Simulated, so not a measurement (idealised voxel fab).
process module | voxel released beams
cross-section cut | 250 nm wide | cells 5 nm
A cross-section is a grid of square cells, given in bands from the top down. A band is one or more rows of cells.
Each band's line starts with the height of the band's top and of its bottom, in nm. Then come its materials from left to right, each with its width in nm. One material with "throughout" fills the band from edge to edge. "air" is empty space.
Height 0 is the level under which the wafer as received is all one material. The lowest band goes on downwards, as in "0 down".
A width such as "30 to 40" changes by the same amount from each row of cells to the next, from the band's top row to its bottom row.
"no change" after a step means that no cell of the cross-section changed.
closed voids: empty space of 8 cells or more with no open way to the top, each as width x height at its distance from the left edge, in nm
after a step's settings: what the simulator itself notes on the step
overlay nm, on a step with a mask: how far to the right of its planned place the mask lay; to the left if negative
plan
1 op RECEIVE | material Si
2 op CONFORMAL_DEP | material SiN | thk nm 5
3 op DIRECTIONAL_DEP | material SiO2 | thk nm 10
4 op MASKED_ETCH | tone open | mask id ANCHOR | width nm 40 | etch materials SiO2 | depth nm 10 | overlay nm 0
5 op CONFORMAL_DEP | material polySi | thk nm 15
6 op DIRECTIONAL_DEP | material aC | thk nm 10
7 op PATTERN | tone cover | mask id BEAM | material resist | width nm 115 | thk nm 25 | overlay nm 0
8 op DIRECTIONAL_ETCH | etch materials aC | depth nm 10
9 op STRIP | etch materials resist
10 op DIRECTIONAL_ETCH | etch materials polySi | depth nm 15
11 op STRIP | etch materials aC
12 op STRIP | etch materials SiO2
first wafer, as planned
as received, after step 1
  0 down: Si throughout
  closed voids: none
after step 2
  5 to 0: SiN throughout
  below 0: unchanged
after step 3
  15 to 5: SiO2 throughout
  below 5: unchanged
after step 4
  15 to 5: SiO2 70 | air 40 | SiO2 140
  below 5: unchanged
after step 5
  30 to 20: polySi 85 | air 10 | polySi 155
  20 to 15: polySi throughout
  15 to 5: SiO2 70 | polySi 40 | SiO2 140
  below 5: unchanged
after step 6
  40 to 30: aC 85 | air 10 | aC 155
  30 to 20: polySi 85 | aC 10 | polySi 155
  below 20: unchanged
after step 7
  65 to 40: air 65 | resist 115 | air 70
  40 to 30: aC 85 | resist 10 | aC 155
  below 30: unchanged
after step 8
  55 to 40: air 65 | resist 115 | air 70
  40 to 30: air 65 | aC 20 | resist 10 | aC 85 | air 70
  below 30: unchanged
after step 9
  40 to 30: air 65 | aC 20 | air 10 | aC 85 | air 70
  below 30: unchanged
after step 10
  40 to 30: air 65 | aC 20 | air 10 | aC 85 | air 70
  30 to 20: air 65 | polySi 20 | aC 10 | polySi 85 | air 70
  20 to 15: air 65 | polySi 115 | air 70
  below 15: unchanged
after step 11
  30 to 20: air 65 | polySi 20 | air 10 | polySi 85 | air 70
  below 20: unchanged
after step 12
  30 to 20: air 65 | polySi 20 | air 10 | polySi 85 | air 70
  20 to 15: air 65 | polySi 115 | air 70
  15 to 5: air 70 | polySi 40 | air 140
  below 5: unchanged
second wafer: like start, like plan, one mistake. Through step 1 it matches the first wafer
when step 2 should have ended
  10 to 0: SiO2 throughout
  below 0: unchanged
when step 3 should have ended
  15 to 10: SiN throughout
  below 10: unchanged
when step 4 should have ended: no change
when step 5 should have ended
  30 to 15: polySi throughout
  below 15: unchanged
when step 6 should have ended
  40 to 30: aC throughout
  below 30: unchanged
when step 7 should have ended
  65 to 40: air 65 | resist 115 | air 70
  below 40: unchanged
when step 8 should have ended
  55 to 40: air 65 | resist 115 | air 70
  40 to 30: air 65 | aC 115 | air 70
  below 30: unchanged
when step 9 should have ended
  40 to 30: air 65 | aC 115 | air 70
  below 30: unchanged
when step 10 should have ended
  40 to 30: air 65 | aC 115 | air 70
  30 to 15: air 65 | polySi 115 | air 70
  below 15: unchanged
when step 11 should have ended
  30 to 15: air 65 | polySi 115 | air 70
  below 15: unchanged
when step 12 should have ended: no change
what went wrong: steps 2 and 3 were swapped
at the end the second wafer has, in cells: 100 more of SiO2 | 12 fewer of polySi
